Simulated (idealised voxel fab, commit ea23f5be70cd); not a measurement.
Title: Process Module voxel transistor to metal
Cross-sectional view cut (width: 280 nm; square cell size: 5 nm).
Cross-section layout: square cells on a grid; listed as bands, top to bottom; a band spans one or more cell rows.
Heads up on the band format: heights come first, top then bottom, in nm. After that it's the materials left to right, each with its width in nm. A single material flagged "all across" fills the whole band edge to edge, and "air" means there's empty space there.
For the purposes of this specification, 0 denotes the height below which the wafer in its as-received condition is composed wholly of one material, and the lowermost band, lacking a lower limit, extends downward without end, as expressed in "top 0, no bottom".
Width: "30..40" (first number = top row, second number = bottom row, same change from row to row of cells).
The designation "nothing different", where it is given for a processing step, indicates that no cell of the cross-section was altered in the course of that step.
Empty spaces without an open route to the top, at least 8 cells in extent, make up the entry "Internal closed voids"; each is given as width x height at distance, where the distance is measured from the left edge, and all are in nm.
Read whatever lies past the settings on a step's line as the simulator's own remark about the step.
overlay nm: mask offset rightward from planned place, masked step; negative means leftward offset.
These are the steps we planned for the process:
1 RECEIVE, material Si
2 OXIDIZE, depth nm 5
3 CONFORMAL_DEP, material SiN, thk nm 15
4 MASKED_ETCH, tone cover, mask id ACTIVE, width nm 100, pitch nm 130, etch materials SiN, depth nm 15, overlay nm 0
5 MASKED_ETCH, tone cover, mask id ACTIVE, width nm 100, pitch nm 130, etch materials SiO2, depth nm 5, overlay nm 0
6 MASKED_ETCH, tone cover, mask id ACTIVE, width nm 100, pitch nm 130, etch materials Si, depth nm 25, overlay nm 0
7 OXIDIZE, depth nm 5
8 FILL_DEP, material SiO2, thk nm 5
9 CMP, height nm 15
10 SELECTIVE_ETCH, etch materials SiO2, depth nm 15
11 STRIP, etch materials SiN
12 SELECTIVE_ETCH, etch materials SiO2, depth nm 5
13 OXIDIZE, depth nm 5
14 DIRECTIONAL_DEP, material polySi, thk nm 20
15 DIRECTIONAL_DEP, material SiCN, thk nm 10
16 MASKED_ETCH, tone cover, mask id GATE, width nm 20, pitch nm 130, etch materials SiCN, depth nm 20, overlay nm 0
17 MASKED_ETCH, tone cover, mask id GATE, width nm 20, pitch nm 130, etch materials polySi, depth nm 30, overlay nm 0
18 CONFORMAL_DEP, material SiN, thk nm 5
19 DIRECTIONAL_ETCH, etch materials SiN, depth nm 5
20 DIRECTIONAL_ETCH, etch materials SiO2, depth nm 5
21 EPI, material pSi, thk nm 5
22 FILL_DEP, material SiO2, thk nm 10
23 CMP, height nm 25
24 DIRECTIONAL_DEP, material SiO2, thk nm 10
25 DIRECTIONAL_DEP, material aC, thk nm 15
26 PATTERN, tone open, mask id CONTACT, material resist, width nm 30, thk nm 30, overlay nm 0
27 DIRECTIONAL_ETCH, etch materials aC, depth nm 15
28 STRIP, etch materials resist
29 DIRECTIONAL_ETCH, etch materials SiO2, depth nm 40
30 STRIP, etch materials aC
31 CONFORMAL_DEP, material TiN, thk nm 5
32 FILL_DEP, material W, thk nm 10
33 CMP, height nm 35
34 CONFORMAL_DEP, material SiN, thk nm 5
35 DIRECTIONAL_DEP, material SiO2, thk nm 15
36 DIRECTIONAL_DEP, material aC, thk nm 10
37 PATTERN, tone open, mask id METAL_1, material resist, width nm 15, thk nm 30, overlay nm 0
38 DIRECTIONAL_ETCH, etch materials aC, depth nm 10
39 STRIP, etch materials resist
40 DIRECTIONAL_ETCH, etch materials SiO2, depth nm 15
41 DIRECTIONAL_ETCH, etch materials SiN, depth nm 5
42 STRIP, etch materials aC
43 CONFORMAL_DEP, material TiN, thk nm 5
44 FILL_DEP, material Cu, thk nm 10
45 CMP, height nm 55
46 CONFORMAL_DEP, material SiN, thk nm 5
On the first of the two wafers: run conducted according to plan:
Cross-section of the wafer as it came to us, i.e., already through step 1:
  top 0, no bottom: Si all across
  Internal closed voids: none
Wafer section view after processing step 2:
  top 0, bottom -5: SiO2 all across
  Lower than -5, everything is as it was.
Wafer section view after processing step 3:
  top 15, bottom 0: SiN all across
  Lower than 0, everything is as it was.
Wafer section view after processing step 4:
  top 15, bottom 0: air: 25  SiN: 100  air: 30  SiN: 100  air: 25
  Lower than 0, everything is as it was.
Wafer section view after processing step 5:
  top 15, bottom 0: air: 25  SiN: 100  air: 30  SiN: 100  air: 25
  top 0, bottom -5: air: 25  SiO2: 100  air: 30  SiO2: 100  air: 25
  Lower than -5, everything is as it was.
Wafer section view after processing step 6:
  top 15, bottom 0: air: 25  SiN: 100  air: 30  SiN: 100  air: 25
  top 0, bottom -5: air: 25  SiO2: 100  air: 30  SiO2: 100  air: 25
  top -5, bottom -30: air: 25  Si: 100  air: 30  Si: 100  air: 25
  Lower than -30, everything is as it was.
Wafer section view after processing step 7:
  top 15, bottom 0: air: 25  SiN: 100  air: 30  SiN: 100  air: 25
  top 0, bottom -5: air: 25  SiO2: 100  air: 30  SiO2: 100  air: 25
  top -5, bottom -30: air: 25  SiO2: 5  Si: 90  SiO2: 5  air: 30  SiO2: 5  Si: 90  SiO2: 5  air: 25
  top -30, bottom -35: SiO2: 30  Si: 90  SiO2: 40  Si: 90  SiO2: 30
  Lower than -35, everything is as it was.
Wafer section view after processing step 8:
  top 20, bottom 15: SiO2 all across
  top 15, bottom 0: SiO2: 25  SiN: 100  SiO2: 30  SiN: 100  SiO2: 25
  top 0, bottom -5: SiO2 all across
  top -5, bottom -35: SiO2: 30  Si: 90  SiO2: 40  Si: 90  SiO2: 30
  Lower than -35, everything is as it was.
Wafer section view after processing step 9:
  top 15, bottom 0: SiO2: 25  SiN: 100  SiO2: 30  SiN: 100  SiO2: 25
  Lower than 0, everything is as it was.
Wafer section view after processing step 10:
  top 15, bottom 0: air: 25  SiN: 100  air: 30  SiN: 100  air: 25
  Lower than 0, everything is as it was.
Wafer section view after processing step 11:
  top 0, bottom -5: SiO2 all across
  Lower than -5, everything is as it was.
Wafer section view after processing step 12:
  top -5, bottom -35: SiO2: 30  Si: 90  SiO2: 40  Si: 90  SiO2: 30
  Lower than -35, everything is as it was.
Wafer section view after processing step 13:
  top -5, bottom -10: SiO2 all across
  Lower than -10, everything is as it was.
Wafer section view after processing step 14:
  top 15, bottom -5: polySi all across
  Lower than -5, everything is as it was.
Wafer section view after processing step 15:
  top 25, bottom 15: SiCN all across
  Lower than 15, everything is as it was.
Wafer section view after processing step 16:
  top 25, bottom 15: air: 65  SiCN: 20  air: 110  SiCN: 20  air: 65
  Lower than 15, everything is as it was.
Wafer section view after processing step 17:
  top 25, bottom 15: air: 65  SiCN: 20  air: 110  SiCN: 20  air: 65
  top 15, bottom -5: air: 65  polySi: 20  air: 110  polySi: 20  air: 65
  Lower than -5, everything is as it was.
Wafer section view after processing step 18:
  top 30, bottom 25: air: 60  SiN: 30  air: 100  SiN: 30  air: 60
  top 25, bottom 15: air: 60  SiN: 5  SiCN: 20  SiN: 5  air: 100  SiN: 5  SiCN: 20  SiN: 5  air: 60
  top 15, bottom 0: air: 60  SiN: 5  polySi: 20  SiN: 5  air: 100  SiN: 5  polySi: 20  SiN: 5  air: 60
  top 0, bottom -5: SiN: 65  polySi: 20  SiN: 110  polySi: 20  SiN: 65
  Lower than -5, everything is as it was.
Wafer section view after processing step 19:
  top 25, bottom 15: air: 60  SiN: 5  SiCN: 20  SiN: 5  air: 100  SiN: 5  SiCN: 20  SiN: 5  air: 60
  top 15, bottom -5: air: 60  SiN: 5  polySi: 20  SiN: 5  air: 100  SiN: 5  polySi: 20  SiN: 5  air: 60
  Lower than -5, everything is as it was.
Wafer section view after processing step 20:
  top 25, bottom 15: air: 60  SiN: 5  SiCN: 20  SiN: 5  air: 100  SiN: 5  SiCN: 20  SiN: 5  air: 60
  top 15, bottom -5: air: 60  SiN: 5  polySi: 20  SiN: 5  air: 100  SiN: 5  polySi: 20  SiN: 5  air: 60
  top -5, bottom -10: air: 60  SiO2: 30  air: 100  SiO2: 30  air: 60
  Lower than -10, everything is as it was.
Wafer section view after processing step 21:
  top 25, bottom 15: air: 60  SiN: 5  SiCN: 20  SiN: 5  air: 100  SiN: 5  SiCN: 20  SiN: 5  air: 60
  top 15, bottom -5: air: 60  SiN: 5  polySi: 20  SiN: 5  air: 100  SiN: 5  polySi: 20  SiN: 5  air: 60
  top -5, bottom -10: air: 25  pSi: 35  SiO2: 30  pSi: 35  air: 30  pSi: 35  SiO2: 30  pSi: 35  air: 25
  Lower than -10, everything is as it was.
Wafer section view after processing step 22:
  top 35, bottom 25: SiO2 all across
  top 25, bottom 15: SiO2: 60  SiN: 5  SiCN: 20  SiN: 5  SiO2: 100  SiN: 5  SiCN: 20  SiN: 5  SiO2: 60
  top 15, bottom -5: SiO2: 60  SiN: 5  polySi: 20  SiN: 5  SiO2: 100  SiN: 5  polySi: 20  SiN: 5  SiO2: 60
  top -5, bottom -10: SiO2: 25  pSi: 35  SiO2: 30  pSi: 35  SiO2: 30  pSi: 35  SiO2: 30  pSi: 35  SiO2: 25
  Lower than -10, everything is as it was.
Wafer section view after processing step 23:
  top 25, bottom 15: SiO2: 60  SiN: 5  SiCN: 20  SiN: 5  SiO2: 100  SiN: 5  SiCN: 20  SiN: 5  SiO2: 60
  Lower than 15, everything is as it was.
Wafer section view after processing step 24:
  top 35, bottom 25: SiO2 all across
  Lower than 25, everything is as it was.
Wafer section view after processing step 25:
  top 50, bottom 35: aC all across
  Lower than 35, everything is as it was.
Wafer section view after processing step 26:
  top 80, bottom 50: resist: 30  air: 30  resist: 30  air: 30  resist: 40  air: 30  resist: 30  air: 30  resist: 30
  Lower than 50, everything is as it was.
Wafer section view after processing step 27:
  top 65, bottom 50: resist: 30  air: 30  resist: 30  air: 30  resist: 40  air: 30  resist: 30  air: 30  resist: 30
  top 50, bottom 35: aC: 30  air: 30  aC: 30  air: 30  aC: 40  air: 30  aC: 30  air: 30  aC: 30
  Lower than 35, everything is as it was.
Wafer section view after processing step 28:
  top 50, bottom 35: aC: 30  air: 30  aC: 30  air: 30  aC: 40  air: 30  aC: 30  air: 30  aC: 30
  Lower than 35, everything is as it was.
Wafer section view after processing step 29:
  top 50, bottom 35: aC: 30  air: 30  aC: 30  air: 30  aC: 40  air: 30  aC: 30  air: 30  aC: 30
  top 35, bottom 25: SiO2: 30  air: 30  SiO2: 30  air: 30  SiO2: 40  air: 30  SiO2: 30  air: 30  SiO2: 30
  top 25, bottom 15: SiO2: 30  air: 30  SiN: 5  SiCN: 20  SiN: 5  air: 30  SiO2: 40  air: 30  SiN: 5  SiCN: 20  SiN: 5  air: 30  SiO2: 30
  top 15, bottom -5: SiO2: 30  air: 30  SiN: 5  polySi: 20  SiN: 5  air: 30  SiO2: 40  air: 30  SiN: 5  polySi: 20  SiN: 5  air: 30  SiO2: 30
  Lower than -5, everything is as it was.
Wafer section view after processing step 30:
  top 35, bottom 25: SiO2: 30  air: 30  SiO2: 30  air: 30  SiO2: 40  air: 30  SiO2: 30  air: 30  SiO2: 30
  Lower than 25, everything is as it was.
Wafer section view after processing step 31:
  top 40, bottom 35: TiN: 35  air: 20  TiN: 40  air: 20  TiN: 50  air: 20  TiN: 40  air: 20  TiN: 35
  top 35, bottom 25: SiO2: 30  TiN: 5  air: 20  TiN: 5  SiO2: 30  TiN: 5  air: 20  TiN: 5  SiO2: 40  TiN: 5  air: 20  TiN: 5  SiO2: 30  TiN: 5  air: 20  TiN: 5  SiO2: 30
  top 25, bottom 15: SiO2: 30  TiN: 5  air: 20  TiN: 5  SiN: 5  SiCN: 20  SiN: 5  TiN: 5  air: 20  TiN: 5  SiO2: 40  TiN: 5  air: 20  TiN: 5  SiN: 5  SiCN: 20  SiN: 5  TiN: 5  air: 20  TiN: 5  SiO2: 30
  top 15, bottom 0: SiO2: 30  TiN: 5  air: 20  TiN: 5  SiN: 5  polySi: 20  SiN: 5  TiN: 5  air: 20  TiN: 5  SiO2: 40  TiN: 5  air: 20  TiN: 5  SiN: 5  polySi: 20  SiN: 5  TiN: 5  air: 20  TiN: 5  SiO2: 30
  top 0, bottom -5: SiO2: 30  TiN: 30  SiN: 5  polySi: 20  SiN: 5  TiN: 30  SiO2: 40  TiN: 30  SiN: 5  polySi: 20  SiN: 5  TiN: 30  SiO2: 30
  Lower than -5, everything is as it was.
Wafer section view after processing step 32:
  top 50, bottom 40: W all across
  top 40, bottom 35: TiN: 35  W: 20  TiN: 40  W: 20  TiN: 50  W: 20  TiN: 40  W: 20  TiN: 35
  top 35, bottom 25: SiO2: 30  TiN: 5  W: 20  TiN: 5  SiO2: 30  TiN: 5  W: 20  TiN: 5  SiO2: 40  TiN: 5  W: 20  TiN: 5  SiO2: 30  TiN: 5  W: 20  TiN: 5  SiO2: 30
  top 25, bottom 15: SiO2: 30  TiN: 5  W: 20  TiN: 5  SiN: 5  SiCN: 20  SiN: 5  TiN: 5  W: 20  TiN: 5  SiO2: 40  TiN: 5  W: 20  TiN: 5  SiN: 5  SiCN: 20  SiN: 5  TiN: 5  W: 20  TiN: 5  SiO2: 30
  top 15, bottom 0: SiO2: 30  TiN: 5  W: 20  TiN: 5  SiN: 5  polySi: 20  SiN: 5  TiN: 5  W: 20  TiN: 5  SiO2: 40  TiN: 5  W: 20  TiN: 5  SiN: 5  polySi: 20  SiN: 5  TiN: 5  W: 20  TiN: 5  SiO2: 30
  Lower than 0, everything is as it was.
Wafer section view after processing step 33:
  top 35, bottom 25: SiO2: 30  TiN: 5  W: 20  TiN: 5  SiO2: 30  TiN: 5  W: 20  TiN: 5  SiO2: 40  TiN: 5  W: 20  TiN: 5  SiO2: 30  TiN: 5  W: 20  TiN: 5  SiO2: 30
  Lower than 25, everything is as it was.
Wafer section view after processing step 34:
  top 40, bottom 35: SiN all across
  Lower than 35, everything is as it was.
Wafer section view after processing step 35:
  top 55, bottom 40: SiO2 all across
  Lower than 40, everything is as it was.
Wafer section view after processing step 36:
  top 65, bottom 55: aC all across
  Lower than 55, everything is as it was.
Wafer section view after processing step 37:
  top 95, bottom 65: resist: 30  air: 15  resist: 60  air: 15  resist: 40  air: 15  resist: 60  air: 15  resist: 30
  Lower than 65, everything is as it was.
Wafer section view after processing step 38:
  top 85, bottom 65: resist: 30  air: 15  resist: 60  air: 15  resist: 40  air: 15  resist: 60  air: 15  resist: 30
  top 65, bottom 55: aC: 30  air: 15  aC: 60  air: 15  aC: 40  air: 15  aC: 60  air: 15  aC: 30
  Lower than 55, everything is as it was.
Wafer section view after processing step 39:
  top 65, bottom 55: aC: 30  air: 15  aC: 60  air: 15  aC: 40  air: 15  aC: 60  air: 15  aC: 30
  Lower than 55, everything is as it was.
Wafer section view after processing step 40:
  top 65, bottom 55: aC: 30  air: 15  aC: 60  air: 15  aC: 40  air: 15  aC: 60  air: 15  aC: 30
  top 55, bottom 40: SiO2: 30  air: 15  SiO2: 60  air: 15  SiO2: 40  air: 15  SiO2: 60  air: 15  SiO2: 30
  Lower than 40, everything is as it was.
Wafer section view after processing step 41:
  top 65, bottom 55: aC: 30  air: 15  aC: 60  air: 15  aC: 40  air: 15  aC: 60  air: 15  aC: 30
  top 55, bottom 40: SiO2: 30  air: 15  SiO2: 60  air: 15  SiO2: 40  air: 15  SiO2: 60  air: 15  SiO2: 30
  top 40, bottom 35: SiN: 30  air: 15  SiN: 60  air: 15  SiN: 40  air: 15  SiN: 60  air: 15  SiN: 30
  Lower than 35, everything is as it was.
Wafer section view after processing step 42:
  top 55, bottom 40: SiO2: 30  air: 15  SiO2: 60  air: 15  SiO2: 40  air: 15  SiO2: 60  air: 15  SiO2: 30
  Lower than 40, everything is as it was.
Wafer section view after processing step 43:
  top 60, bottom 55: TiN: 35  air: 5  TiN: 70  air: 5  TiN: 50  air: 5  TiN: 70  air: 5  TiN: 35
  top 55, bottom 40: SiO2: 30  TiN: 5  air: 5  TiN: 5  SiO2: 60  TiN: 5  air: 5  TiN: 5  SiO2: 40  TiN: 5  air: 5  TiN: 5  SiO2: 60  TiN: 5  air: 5  TiN: 5  SiO2: 30
  top 40, bottom 35: SiN: 30  TiN: 15  SiN: 60  TiN: 15  SiN: 40  TiN: 15  SiN: 60  TiN: 15  SiN: 30
  Lower than 35, everything is as it was.
Wafer section view after processing step 44:
  top 70, bottom 60: Cu all across
  top 60, bottom 55: TiN: 35  Cu: 5  TiN: 70  Cu: 5  TiN: 50  Cu: 5  TiN: 70  Cu: 5  TiN: 35
  top 55, bottom 40: SiO2: 30  TiN: 5  Cu: 5  TiN: 5  SiO2: 60  TiN: 5  Cu: 5  TiN: 5  SiO2: 40  TiN: 5  Cu: 5  TiN: 5  SiO2: 60  TiN: 5  Cu: 5  TiN: 5  SiO2: 30
  Lower than 40, everything is as it was.
Wafer section view after processing step 45:
  top 55, bottom 40: SiO2: 30  TiN: 5  Cu: 5  TiN: 5  SiO2: 60  TiN: 5  Cu: 5  TiN: 5  SiO2: 40  TiN: 5  Cu: 5  TiN: 5  SiO2: 60  TiN: 5  Cu: 5  TiN: 5  SiO2: 30
  Lower than 40, everything is as it was.
Wafer section view after processing step 46:
  top 60, bottom 55: SiN all across
  Lower than 55, everything is as it was.
Second wafer: same start and same plan as the first, one execution error; identical to the first through step 15:
What the second wafer looks like in cross-section when step 16 should have wrapped up:
  top 25, bottom 15: air: 65  SiCN: 25  air: 105  SiCN: 25  air: 60
  Lower than 15, everything is as it was.
What the second wafer looks like in cross-section when step 17 should have wrapped up:
  top 25, bottom 15: air: 65  SiCN: 25  air: 105  SiCN: 25  air: 60
  top 15, bottom -5: air: 65  polySi: 25  air: 105  polySi: 25  air: 60
  Lower than -5, everything is as it was.
What the second wafer looks like in cross-section when step 18 should have wrapped up:
  top 30, bottom 25: air: 60  SiN: 35  air: 95  SiN: 35  air: 55
  top 25, bottom 15: air: 60  SiN: 5  SiCN: 25  SiN: 5  air: 95  SiN: 5  SiCN: 25  SiN: 5  air: 55
  top 15, bottom 0: air: 60  SiN: 5  polySi: 25  SiN: 5  air: 95  SiN: 5  polySi: 25  SiN: 5  air: 55
  top 0, bottom -5: SiN: 65  polySi: 25  SiN: 105  polySi: 25  SiN: 60
  Lower than -5, everything is as it was.
What the second wafer looks like in cross-section when step 19 should have wrapped up:
  top 25, bottom 15: air: 60  SiN: 5  SiCN: 25  SiN: 5  air: 95  SiN: 5  SiCN: 25  SiN: 5  air: 55
  top 15, bottom -5: air: 60  SiN: 5  polySi: 25  SiN: 5  air: 95  SiN: 5  polySi: 25  SiN: 5  air: 55
  Lower than -5, everything is as it was.
What the second wafer looks like in cross-section when step 20 should have wrapped up:
  top 25, bottom 15: air: 60  SiN: 5  SiCN: 25  SiN: 5  air: 95  SiN: 5  SiCN: 25  SiN: 5  air: 55
  top 15, bottom -5: air: 60  SiN: 5  polySi: 25  SiN: 5  air: 95  SiN: 5  polySi: 25  SiN: 5  air: 55
  top -5, bottom -10: air: 60  SiO2: 35  air: 95  SiO2: 35  air: 55
  Lower than -10, everything is as it was.
What the second wafer looks like in cross-section when step 21 should have wrapped up:
  top 25, bottom 15: air: 60  SiN: 5  SiCN: 25  SiN: 5  air: 95  SiN: 5  SiCN: 25  SiN: 5  air: 55
  top 15, bottom -5: air: 60  SiN: 5  polySi: 25  SiN: 5  air: 95  SiN: 5  polySi: 25  SiN: 5  air: 55
  top -5, bottom -10: air: 25  pSi: 35  SiO2: 35  pSi: 30  air: 30  pSi: 35  SiO2: 35  pSi: 30  air: 25
  Lower than -10, everything is as it was.
What the second wafer looks like in cross-section when step 22 should have wrapped up:
  top 35, bottom 25: SiO2 all across
  top 25, bottom 15: SiO2: 60  SiN: 5  SiCN: 25  SiN: 5  SiO2: 95  SiN: 5  SiCN: 25  SiN: 5  SiO2: 55
  top 15, bottom -5: SiO2: 60  SiN: 5  polySi: 25  SiN: 5  SiO2: 95  SiN: 5  polySi: 25  SiN: 5  SiO2: 55
  top -5, bottom -10: SiO2: 25  pSi: 35  SiO2: 35  pSi: 30  SiO2: 30  pSi: 35  SiO2: 35  pSi: 30  SiO2: 25
  Lower than -10, everything is as it was.
What the second wafer looks like in cross-section when step 23 should have wrapped up:
  top 25, bottom 15: SiO2: 60  SiN: 5  SiCN: 25  SiN: 5  SiO2: 95  SiN: 5  SiCN: 25  SiN: 5  SiO2: 55
  Lower than 15, everything is as it was.
What the second wafer looks like in cross-section when step 24 should have wrapped up:
  top 35, bottom 25: SiO2 all across
  Lower than 25, everything is as it was.
What the second wafer looks like in cross-section when step 25 should have wrapped up:
  top 50, bottom 35: aC all across
  Lower than 35, everything is as it was.
What the second wafer looks like in cross-section when step 26 should have wrapped up:
  top 80, bottom 50: resist: 30  air: 30  resist: 30  air: 30  resist: 40  air: 30  resist: 30  air: 30  resist: 30
  Lower than 50, everything is as it was.
What the second wafer looks like in cross-section when step 27 should have wrapped up:
  top 65, bottom 50: resist: 30  air: 30  resist: 30  air: 30  resist: 40  air: 30  resist: 30  air: 30  resist: 30
  top 50, bottom 35: aC: 30  air: 30  aC: 30  air: 30  aC: 40  air: 30  aC: 30  air: 30  aC: 30
  Lower than 35, everything is as it was.
What the second wafer looks like in cross-section when step 28 should have wrapped up:
  top 50, bottom 35: aC: 30  air: 30  aC: 30  air: 30  aC: 40  air: 30  aC: 30  air: 30  aC: 30
  Lower than 35, everything is as it was.
What the second wafer looks like in cross-section when step 29 should have wrapped up:
  top 50, bottom 35: aC: 30  air: 30  aC: 30  air: 30  aC: 40  air: 30  aC: 30  air: 30  aC: 30
  top 35, bottom 25: SiO2: 30  air: 30  SiO2: 30  air: 30  SiO2: 40  air: 30  SiO2: 30  air: 30  SiO2: 30
  top 25, bottom 15: SiO2: 30  air: 30  SiN: 5  SiCN: 25  SiN: 5  air: 25  SiO2: 40  air: 30  SiN: 5  SiCN: 25  SiN: 5  air: 25  SiO2: 30
  top 15, bottom -5: SiO2: 30  air: 30  SiN: 5  polySi: 25  SiN: 5  air: 25  SiO2: 40  air: 30  SiN: 5  polySi: 25  SiN: 5  air: 25  SiO2: 30
  Lower than -5, everything is as it was.
What the second wafer looks like in cross-section when step 30 should have wrapped up:
  top 35, bottom 25: SiO2: 30  air: 30  SiO2: 30  air: 30  SiO2: 40  air: 30  SiO2: 30  air: 30  SiO2: 30
  Lower than 25, everything is as it was.
What the second wafer looks like in cross-section when step 31 should have wrapped up:
  top 40, bottom 35: TiN: 35  air: 20  TiN: 40  air: 20  TiN: 50  air: 20  TiN: 40  air: 20  TiN: 35
  top 35, bottom 25: SiO2: 30  TiN: 5  air: 20  TiN: 5  SiO2: 30  TiN: 5..10  air: 20..15  TiN: 5  SiO2: 40  TiN: 5  air: 20  TiN: 5  SiO2: 30  TiN: 5..10  air: 20..15  TiN: 5  SiO2: 30
  top 25, bottom 15: SiO2: 30  TiN: 5  air: 20  TiN: 5  SiN: 5  SiCN: 25  SiN: 5  TiN: 5  air: 15  TiN: 5  SiO2: 40  TiN: 5  air: 20  TiN: 5  SiN: 5  SiCN: 25  SiN: 5  TiN: 5  air: 15  TiN: 5  SiO2: 30
  top 15, bottom 0: SiO2: 30  TiN: 5  air: 20  TiN: 5  SiN: 5  polySi: 25  SiN: 5  TiN: 5  air: 15  TiN: 5  SiO2: 40  TiN: 5  air: 20  TiN: 5  SiN: 5  polySi: 25  SiN: 5  TiN: 5  air: 15  TiN: 5  SiO2: 30
  top 0, bottom -5: SiO2: 30  TiN: 30  SiN: 5  polySi: 25  SiN: 5  TiN: 25  SiO2: 40  TiN: 30  SiN: 5  polySi: 25  SiN: 5  TiN: 25  SiO2: 30
  Lower than -5, everything is as it was.
What the second wafer looks like in cross-section when step 32 should have wrapped up:
  top 50, bottom 40: W all across
  top 40, bottom 35: TiN: 35  W: 20  TiN: 40  W: 20  TiN: 50  W: 20  TiN: 40  W: 20  TiN: 35
  top 35, bottom 25: SiO2: 30  TiN: 5  W: 20  TiN: 5  SiO2: 30  TiN: 5..10  W: 20..15  TiN: 5  SiO2: 40  TiN: 5  W: 20  TiN: 5  SiO2: 30  TiN: 5..10  W: 20..15  TiN: 5  SiO2: 30
  top 25, bottom 15: SiO2: 30  TiN: 5  W: 20  TiN: 5  SiN: 5  SiCN: 25  SiN: 5  TiN: 5  W: 15  TiN: 5  SiO2: 40  TiN: 5  W: 20  TiN: 5  SiN: 5  SiCN: 25  SiN: 5  TiN: 5  W: 15  TiN: 5  SiO2: 30
  top 15, bottom 0: SiO2: 30  TiN: 5  W: 20  TiN: 5  SiN: 5  polySi: 25  SiN: 5  TiN: 5  W: 15  TiN: 5  SiO2: 40  TiN: 5  W: 20  TiN: 5  SiN: 5  polySi: 25  SiN: 5  TiN: 5  W: 15  TiN: 5  SiO2: 30
  Lower than 0, everything is as it was.
What the second wafer looks like in cross-section when step 33 should have wrapped up:
  top 35, bottom 25: SiO2: 30  TiN: 5  W: 20  TiN: 5  SiO2: 30  TiN: 5..10  W: 20..15  TiN: 5  SiO2: 40  TiN: 5  W: 20  TiN: 5  SiO2: 30  TiN: 5..10  W: 20..15  TiN: 5  SiO2: 30
  Lower than 25, everything is as it was.
What the second wafer looks like in cross-section when step 34 should have wrapped up:
  top 40, bottom 35: SiN all across
  Lower than 35, everything is as it was.
What the second wafer looks like in cross-section when step 35 should have wrapped up:
  top 55, bottom 40: SiO2 all across
  Lower than 40, everything is as it was.
What the second wafer looks like in cross-section when step 36 should have wrapped up:
  top 65, bottom 55: aC all across
  Lower than 55, everything is as it was.
What the second wafer looks like in cross-section when step 37 should have wrapped up:
  top 95, bottom 65: resist: 30  air: 15  resist: 60  air: 15  resist: 40  air: 15  resist: 60  air: 15  resist: 30
  Lower than 65, everything is as it was.
What the second wafer looks like in cross-section when step 38 should have wrapped up:
  top 85, bottom 65: resist: 30  air: 15  resist: 60  air: 15  resist: 40  air: 15  resist: 60  air: 15  resist: 30
  top 65, bottom 55: aC: 30  air: 15  aC: 60  air: 15  aC: 40  air: 15  aC: 60  air: 15  aC: 30
  Lower than 55, everything is as it was.
What the second wafer looks like in cross-section when step 39 should have wrapped up:
  top 65, bottom 55: aC: 30  air: 15  aC: 60  air: 15  aC: 40  air: 15  aC: 60  air: 15  aC: 30
  Lower than 55, everything is as it was.
What the second wafer looks like in cross-section when step 40 should have wrapped up:
  top 65, bottom 55: aC: 30  air: 15  aC: 60  air: 15  aC: 40  air: 15  aC: 60  air: 15  aC: 30
  top 55, bottom 40: SiO2: 30  air: 15  SiO2: 60  air: 15  SiO2: 40  air: 15  SiO2: 60  air: 15  SiO2: 30
  Lower than 40, everything is as it was.
What the second wafer looks like in cross-section when step 41 should have wrapped up:
  top 65, bottom 55: aC: 30  air: 15  aC: 60  air: 15  aC: 40  air: 15  aC: 60  air: 15  aC: 30
  top 55, bottom 40: SiO2: 30  air: 15  SiO2: 60  air: 15  SiO2: 40  air: 15  SiO2: 60  air: 15  SiO2: 30
  top 40, bottom 35: SiN: 30  air: 15  SiN: 60  air: 15  SiN: 40  air: 15  SiN: 60  air: 15  SiN: 30
  Lower than 35, everything is as it was.
What the second wafer looks like in cross-section when step 42 should have wrapped up:
  top 55, bottom 40: SiO2: 30  air: 15  SiO2: 60  air: 15  SiO2: 40  air: 15  SiO2: 60  air: 15  SiO2: 30
  Lower than 40, everything is as it was.
What the second wafer looks like in cross-section when step 43 should have wrapped up:
  top 60, bottom 55: TiN: 35  air: 5  TiN: 70  air: 5  TiN: 50  air: 5  TiN: 70  air: 5  TiN: 35
  top 55, bottom 40: SiO2: 30  TiN: 5  air: 5  TiN: 5  SiO2: 60  TiN: 5  air: 5  TiN: 5  SiO2: 40  TiN: 5  air: 5  TiN: 5  SiO2: 60  TiN: 5  air: 5  TiN: 5  SiO2: 30
  top 40, bottom 35: SiN: 30  TiN: 15  SiN: 60  TiN: 15  SiN: 40  TiN: 15  SiN: 60  TiN: 15  SiN: 30
  Lower than 35, everything is as it was.
What the second wafer looks like in cross-section when step 44 should have wrapped up:
  top 70, bottom 60: Cu all across
  top 60, bottom 55: TiN: 35  Cu: 5  TiN: 70  Cu: 5  TiN: 50  Cu: 5  TiN: 70  Cu: 5  TiN: 35
  top 55, bottom 40: SiO2: 30  TiN: 5  Cu: 5  TiN: 5  SiO2: 60  TiN: 5  Cu: 5  TiN: 5  SiO2: 40  TiN: 5  Cu: 5  TiN: 5  SiO2: 60  TiN: 5  Cu: 5  TiN: 5  SiO2: 30
  Lower than 40, everything is as it was.
What the second wafer looks like in cross-section when step 45 should have wrapped up:
  top 55, bottom 40: SiO2: 30  TiN: 5  Cu: 5  TiN: 5  SiO2: 60  TiN: 5  Cu: 5  TiN: 5  SiO2: 40  TiN: 5  Cu: 5  TiN: 5  SiO2: 60  TiN: 5  Cu: 5  TiN: 5  SiO2: 30
  Lower than 40, everything is as it was.
What the second wafer looks like in cross-section when step 46 should have wrapped up:
  top 60, bottom 55: SiN all across
  Lower than 55, everything is as it was.
Error vs. plan: step 16 was run on a setting that differed from the plan, and what really ran there is MASKED_ETCH, tone cover, mask id GATE, width nm 25, pitch nm 130, etch materials SiCN, depth nm 20, overlay nm 0
Per the end-of-run cell counts, the second wafer holds more or fewer of some materials than the first: +4 SiCN | +2 SiO2 | -12 W | -2 pSi | +8 polySi
